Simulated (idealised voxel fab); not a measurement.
Herein follows the process module entitled voxel released beams.
cross-section cut | 205 nm wide | cells 5 nm
If you're reading a cross-section in this doc, picture square cells in a grid; it comes to you as bands, top ones listed first down to the bottom, and a band can be one or more rows of cells.
In this notation a band is specified by the heights of its top and bottom, in that order and in nm, after which its materials appear from left to right, each paired with its width in nm. The word "all across" attached to a single material means that material fills the band from edge to edge; the word "air" stands for empty space.
Zero point of the height axis is 0; under it, received wafer = one material. Lowest band: continues down indefinitely, "0 nm and below".
A width given as "30->40" starts at the first number in the band's top row and ends at the second number in its bottom row, shifting by an equal amount at every step from row to row.
When a step is marked "remained unchanged", none of the cells in the cross-section changed during that step.
"Closed cavities" lists enclosed empty spaces (at least 8 cells, no open path upward to the top), each as width x height at distance from the left edge, in nm.
On a step's line, text after the settings is the simulator commenting on that step.
Among the settings permitted on a step's line is "overlay nm"; applied to a step with a mask, it specifies the extent to which the mask lay to the right of its planned position, whereas a negative figure signifies a position to the left.

-- Intended process steps
| 1 | RECEIVE [material Si] |
| 2 | CONFORMAL_DEP [material Al2O3] [thk nm 10] |
| 3 | DIRECTIONAL_DEP [material SiO2] [thk nm 15] |
| 4 | DIRECTIONAL_DEP [material aC] [thk nm 10] |
| 5 | PATTERN [tone open] [mask id ANCHOR] [material resist] [width nm 30] [thk nm 30] [overlay nm 0] |
| 6 | DIRECTIONAL_ETCH [etch materials aC] [depth nm 10] |
| 7 | STRIP [etch materials resist] |
| 8 | DIRECTIONAL_ETCH [etch materials SiO2] [depth nm 15] |
| 9 | STRIP [etch materials aC] |
| 10 | CONFORMAL_DEP [material SiN] [thk nm 10] |
| 11 | PATTERN [tone cover] [mask id BEAM] [material resist] [width nm 100] [thk nm 20] [overlay nm 0] |
| 12 | DIRECTIONAL_ETCH [etch materials SiN] [depth nm 10] |
| 13 | STRIP [etch materials resist] |
| 14 | STRIP [etch materials SiO2] |

-- As-received wafer cross-section (after step 1)
> 0 nm and below = Si all across
> Closed cavities: none

-- Wafer cross-section at module end: first of two, run to plan
> 35 nm to 25 nm = 50 air, then 15 SiN, then 10 air, then 75 SiN, then 55 air
> 25 nm to 20 nm = 55 air, then 10 SiN, then 10 air, then 10 SiN, then 120 air
> 20 nm to 10 nm = 55 air, then 30 SiN, then 120 air
> 10 nm to 0 nm = Al2O3 all across
> 0 nm and below = Si all across
> Closed cavities: none

-- Second of two wafers, module complete, sectioned: it shares the first wafer's start and plan but was run with one mistake
> 35 nm to 25 nm = 55 air, then 10 SiN, then 10 air, then 70 SiN, then 60 air
> 25 nm to 20 nm = 55 air, then 10 SiN, then 10 air, then 10 SiN, then 120 air
> 20 nm to 10 nm = 55 air, then 30 SiN, then 120 air
> 10 nm to 0 nm = Al2O3 all across
> 0 nm and below = Si all across
> Closed cavities: none
What was done differently from what was planned? step 11 went in with a setting other than planned; the actual run was PATTERN [tone cover] [mask id BEAM] [material resist] [width nm 90] [thk nm 20] [overlay nm 0]
Once processing is complete, comparing cell counts shows that the second wafer has more or fewer of certain materials than the first: SiN: 4 fewer
